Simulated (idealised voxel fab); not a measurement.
process module | voxel capacitor over wiring
cross-section cut | 165 nm wide | cells 5 nm
A cross-section is a grid of square cells, given in bands from the top down. A band is one or more rows of cells.
Each band's line starts with the height of the band's top and of its bottom, in nm. Then come its materials from left to right, each with its width in nm. One material with "throughout" fills the band from edge to edge. "air" is empty space.
Height 0 is the level under which the wafer as received is all one material. The lowest band goes on downwards, as in "0 down".
A width such as "30 to 40" changes by the same amount from each row of cells to the next, from the band's top row to its bottom row.
"no change" after a step means that no cell of the cross-section changed.
closed voids: empty space of 8 cells or more with no open way to the top, each as width x height at its distance from the left edge, in nm
after a step's settings: what the simulator itself notes on the step
overlay nm, on a step with a mask: how far to the right of its planned place the mask lay; to the left if negative
plan
1 op RECEIVE | material Si
2 op CONFORMAL_DEP | material SiO2 | thk nm 15
3 op DIRECTIONAL_DEP | material TiN | thk nm 5
4 op DIRECTIONAL_DEP | material W | thk nm 15
5 op DIRECTIONAL_DEP | material aC | thk nm 10
6 op PATTERN | tone cover | mask id METAL_1 | material resist | width nm 30 | pitch nm 80 | thk nm 25 | overlay nm 0
7 op DIRECTIONAL_ETCH | etch materials aC | depth nm 10
8 op STRIP | etch materials resist
9 op DIRECTIONAL_ETCH | etch materials W | depth nm 15
10 op DIRECTIONAL_ETCH | etch materials TiN | depth nm 5
11 op STRIP | etch materials aC
12 op CONFORMAL_DEP | material SiCN | thk nm 5
13 op FILL_DEP | material lowk | thk nm 5
14 op CMP | height nm 35
15 op CONFORMAL_DEP | material SiCN | thk nm 5
16 op DIRECTIONAL_DEP | material SiO2 | thk nm 15
17 op MASKED_ETCH | tone open | mask id PLUG_1 | width nm 15 | etch materials SiO2 | depth nm 15 | overlay nm 0
18 op MASKED_ETCH | tone open | mask id PLUG_1 | width nm 15 | etch materials SiCN | depth nm 5 | overlay nm 0
19 op EPI | material Ru | thk nm 10
20 op EPI | material Ru | thk nm 10
21 op DIRECTIONAL_DEP | material TiN | thk nm 10
22 op DIRECTIONAL_DEP | material SiN | thk nm 5
23 op DIRECTIONAL_DEP | material TiN | thk nm 5
24 op PATTERN | tone cover | mask id UPPER_PLATE | material resist | width nm 55 | thk nm 15 | overlay nm 0
25 op DIRECTIONAL_ETCH | etch materials TiN | depth nm 5
26 op DIRECTIONAL_ETCH | etch materials SiN | depth nm 5
27 op STRIP | etch materials resist
28 op MASKED_ETCH | tone cover | mask id LOWER_PLATE | width nm 65 | etch materials TiN | depth nm 10 | overlay nm 0
29 op FILL_DEP | material SiO2 | thk nm 15
30 op CMP | height nm 85
31 op MASKED_ETCH | tone open | mask id PLUG_2 | width nm 15 | etch materials SiO2 | depth nm 10 | overlay nm 0
32 op CONFORMAL_DEP | material TiN | thk nm 5
33 op FILL_DEP | material Cu | thk nm 5
34 op CMP | height nm 85
35 op CONFORMAL_DEP | material SiN | thk nm 5
as received, after step 1
  0 down: Si throughout
  closed voids: none
a wafer at the end: this start, this plan, one mistake
  90 to 85: SiN throughout
  85 to 80: SiO2 50 | TiN 5 | Cu 5 | TiN 5 | SiO2 100
  80 to 70: SiO2 50 to 40 | TiN 15 to 55 | SiO2 100 to 70
  70 to 65: SiO2 40 | SiN 55 | SiO2 70
  65 to 55: SiO2 35 | TiN 65 | SiO2 65
  55 to 40: SiO2 35 | Ru 15 | SiO2 115
  40 to 35: SiCN 40 | Ru 10 | SiCN 115
  35 to 20: lowk 20 | SiCN 5 | W 30 | SiCN 5 | lowk 40 | SiCN 5 | W 30 | SiCN 5 | lowk 25
  20 to 15: SiCN 25 | TiN 30 | SiCN 50 | TiN 30 | SiCN 30
  15 to 0: SiO2 throughout
  0 down: Si throughout
  closed voids: none
what went wrong: step 17 ran as: op MASKED_ETCH | tone open | mask id PLUG_1 | width nm 15 | etch materials SiO2 | depth nm 15 | overlay nm -5
